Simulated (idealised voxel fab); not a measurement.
Module name: voxel released beams (process module)
cross-section cut | 185 nm wide | cells 5 nm
In this document a cross-section is written as a grid of square cells. It is given as a series of bands, listed from the top down, and a band is one or more rows of cells. In this notation a band is specified by the heights of its top and bottom, in that order and in nm, after which its materials appear from left to right, each paired with its width in nm. The word "full width" attached to a single material means that material fills the band from edge to edge; the word "empty" stands for empty space. Note: height 0 marks the level under which the wafer is uniformly one material as received. Lowest band unbounded below, written "0..down". Top row gets the first number, bottom row gets the second, and each row in between changes by the same step: that is how a band width like "30->40" works. The designation "nothing different", where it is given for a processing step, indicates that no cell of the cross-section was altered in the course of that step. "Cavities, sealed" contains a list of empty spaces, each no smaller than 8 cells and without an open way to the top, written in the form width x height at distance with the distance from the left edge and all three in nm. Step line, after settings: the simulator's comment on this step. Among the settings permitted on a step's line is "overlay nm"; applied to a step with a mask, it specifies the extent to which the mask lay to the right of its planned position, whereas a negative figure signifies a position to the left.
-- The steps planned for the process are as follows
1) op RECEIVE | material Si
2) op CONFORMAL_DEP | material SiN | thk nm 5
3) op DIRECTIONAL_DEP | material SiO2 | thk nm 15
4) op PATTERN | tone open | mask id ANCHOR | material resist | width nm 20 | thk nm 20 | overlay nm 0
5) op DIRECTIONAL_ETCH | etch materials SiO2 | depth nm 15
6) op STRIP | etch materials resist
7) op CONFORMAL_DEP | material TiN | thk nm 10
8) op MASKED_ETCH | tone cover | mask id BEAM | width nm 95 | etch materials TiN | depth nm 10 | overlay nm 0
9) op STRIP | etch materials SiO2
The plan shows the width nm of step 4 as the first wafer had it; this setting differs between the wafers, which start out alike.
-- After step 1, as received: first of several wafers, cross-section
* 0..down | Si full width
* Cavities, sealed: none
-- wafer rows; end of module; cells per material since receipt: (+) gained, (-) lost; then closed voids
width nm 20, +37 SiN, +50 TiN, Cavities, sealed: none
width nm 25, +37 SiN, +50 TiN, Cavities, sealed: none
width nm 30, +37 SiN, +50 TiN, Cavities, sealed: none
width nm 35, +37 SiN, +50 TiN, Cavities, sealed: none
width nm 40, +37 SiN, +50 TiN, Cavities, sealed: none
width nm 45, +37 SiN, +50 TiN, Cavities, sealed: none
